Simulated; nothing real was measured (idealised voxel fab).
process module | voxel tone inversion
cross-section cut | 270 nm wide | cells 5 nm
A cross-section is a grid of square cells, given in bands from the top down. A band is one or more rows of cells.
Each band's line starts with the height of the band's top and of its bottom, in nm. Then come its materials from left to right, each with its width in nm. One material with "throughout" fills the band from edge to edge. "air" is empty space.
Height 0 is the level under which the wafer as received is all one material. The lowest band goes on downwards, as in "0 down".
A width such as "30 to 40" changes by the same amount from each row of cells to the next, from the band's top row to its bottom row.
"no change" after a step means that no cell of the cross-section changed.
closed voids: empty space of 8 cells or more with no open way to the top, each as width x height at its distance from the left edge, in nm
after a step's settings: what the simulator itself notes on the step
overlay nm, on a step with a mask: how far to the right of its planned place the mask lay; to the left if negative
plan
1 op RECEIVE | material Si
2 op CONFORMAL_DEP | material SiN | thk nm 10
3 op DIRECTIONAL_DEP | material polySi | thk nm 15
4 op PATTERN | tone cover | mask id POSTS | material resist | width nm 20 | pitch nm 40 | thk nm 25 | overlay nm 0
5 op DIRECTIONAL_ETCH | etch materials polySi | depth nm 15
6 op STRIP | etch materials resist
7 op FILL_DEP | material lowk | thk nm 5
8 op CMP | height nm 25
9 op STRIP | etch materials polySi
10 op CONFORMAL_DEP | material TiN | thk nm 5
11 op FILL_DEP | material Ru | thk nm 10
12 op CMP | height nm 25
13 op CONFORMAL_DEP | material SiCN | thk nm 5
as received, after step 1
  0 down: Si throughout
  closed voids: none
first wafer at the end, as planned
  30 to 25: SiCN throughout
  25 to 15: lowk 85 | TiN 5 | Ru 10 | TiN 5 | lowk 20 | TiN 5 | Ru 10 | TiN 5 | lowk 20 | TiN 5 | Ru 10 | TiN 5 | lowk 85
  15 to 10: lowk 85 | TiN 20 | lowk 20 | TiN 20 | lowk 20 | TiN 20 | lowk 85
  10 to 0: SiN throughout
  0 down: Si throughout
  closed voids: none
second wafer at the end: like start, like plan, one mistake
  30 to 25: SiCN throughout
  25 to 15: SiN throughout
  15 to 0: polySi throughout
  0 down: Si throughout
  closed voids: none
what went wrong: steps 2 and 3 were swapped
at the end the second wafer has, in cells: 12 fewer of Ru | 24 fewer of TiN | 126 fewer of lowk | 162 more of polySi
